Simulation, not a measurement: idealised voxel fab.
Documented hereafter: the process module known as voxel ribs on slabs.
It is cross-section cut that appears here, measuring 205 nm in width, its square cells being 5 nm in size.
The cross-sections in this document take the form of a grid made of square cells. They are written out as bands, in order from top to bottom. Each band consists of one or more rows of cells. First you get the band's top height and its bottom height, in nm, and then the materials it's made of, left to right, with each width in nm. If you see a single material with "throughout", that one covers the band edge to edge. "blank" is empty space. Heights are measured from 0, the level below which the as-received wafer is all one material; the lowest band has no bottom and continues downward, written as in "from 0 down". Read "30->40" as a graded width: first number on top, second number at the bottom, same change between each pair of neighbouring rows. Where a step carries "all unchanged", the cross-section came out of it unchanged, cell for cell. The label "Enclosed voids" introduces a list of the empty spaces, 8 cells or larger, that have no open way up to the top; each entry in it reads width x height at distance, where the distance is taken from the left edge and all three are stated in nm. Post-settings text on a step line: simulator's own remark regarding the step. When a step includes a mask, the "overlay nm" setting on its line states how far to the right of its planned place that mask lay, and negative values state how far to the left.
**The steps planned for the process are as follows**
1,RECEIVE with material Si
2,DIRECTIONAL_DEP with material SiO2, thk nm 30
3,DIRECTIONAL_DEP with material polySi, thk nm 15
4,PATTERN with tone cover, mask id RIB, material resist, width nm 20, thk nm 20, overlay nm 0
5,DIRECTIONAL_ETCH with etch materials polySi, depth nm 5
6,STRIP with etch materials resist
7,PATTERN with tone cover, mask id SLAB, material resist, width nm 80, thk nm 20, overlay nm 0
8,DIRECTIONAL_ETCH with etch materials polySi, depth nm 10
9,STRIP with etch materials resist
10,FILL_DEP with material SiO2, thk nm 20
11,CMP with height nm 60
12,DIRECTIONAL_DEP with material TiN, thk nm 10
13,DIRECTIONAL_DEP with material aC, thk nm 15
14,PATTERN with tone cover, mask id HEATER, material resist, width nm 40, thk nm 35, overlay nm 0
15,DIRECTIONAL_ETCH with etch materials aC, depth nm 15
16,STRIP with etch materials resist
17,DIRECTIONAL_ETCH with etch materials TiN, depth nm 10
18,STRIP with etch materials aC
19,CONFORMAL_DEP with material SiN, thk nm 5
What sets these wafers apart? The width nm at step 4. They all start alike, and the plan carries the first wafer's value.
**The first of several wafers in cross-section, exactly as it reached us after step 1**
- from 0 down | Si throughout
- Enclosed voids: none
**The figure below presents a cross-section of the first of several wafers at the conclusion of the module, following its last step, step 19**
- from 75 to 70 | 75 nm blank; 50 nm SiN; 80 nm blank
- from 70 to 65 | 75 nm blank; 5 nm SiN; 40 nm TiN; 5 nm SiN; 80 nm blank
- from 65 to 60 | 80 nm SiN; 40 nm TiN; 85 nm SiN
- from 60 to 45 | SiO2 throughout
- from 45 to 40 | 90 nm SiO2; 20 nm polySi; 95 nm SiO2
- from 40 to 30 | 60 nm SiO2; 80 nm polySi; 65 nm SiO2
- from 30 to 0 | SiO2 throughout
- from 0 down | Si throughout
- Enclosed voids: none
**Cross-sectional depiction of the last of several wafers upon completion of the module**
- from 75 to 70 | 75 nm blank; 50 nm SiN; 80 nm blank
- from 70 to 65 | 75 nm blank; 5 nm SiN; 40 nm TiN; 5 nm SiN; 80 nm blank
- from 65 to 60 | 80 nm SiN; 40 nm TiN; 85 nm SiN
- from 60 to 45 | SiO2 throughout
- from 45 to 40 | 80 nm SiO2; 45 nm polySi; 80 nm SiO2
- from 40 to 30 | 60 nm SiO2; 80 nm polySi; 65 nm SiO2
- from 30 to 0 | SiO2 throughout
- from 0 down | Si throughout
- Enclosed voids: none
**Per-wafer rows below. For each material: cells gained (+) or lost (-) since the wafer was received, as of end of module. Then: closed voids**
width nm 20; +45 SiN; +456 SiO2; +16 TiN; +36 polySi; Enclosed voids: none
width nm 25; +45 SiN; +455 SiO2; +16 TiN; +37 polySi; Enclosed voids: none
width nm 30; +45 SiN; +454 SiO2; +16 TiN; +38 polySi; Enclosed voids: none
width nm 35; +45 SiN; +453 SiO2; +16 TiN; +39 polySi; Enclosed voids: none
width nm 40; +45 SiN; +452 SiO2; +16 TiN; +40 polySi; Enclosed voids: none
width nm 45; +45 SiN; +451 SiO2; +16 TiN; +41 polySi; Enclosed voids: none
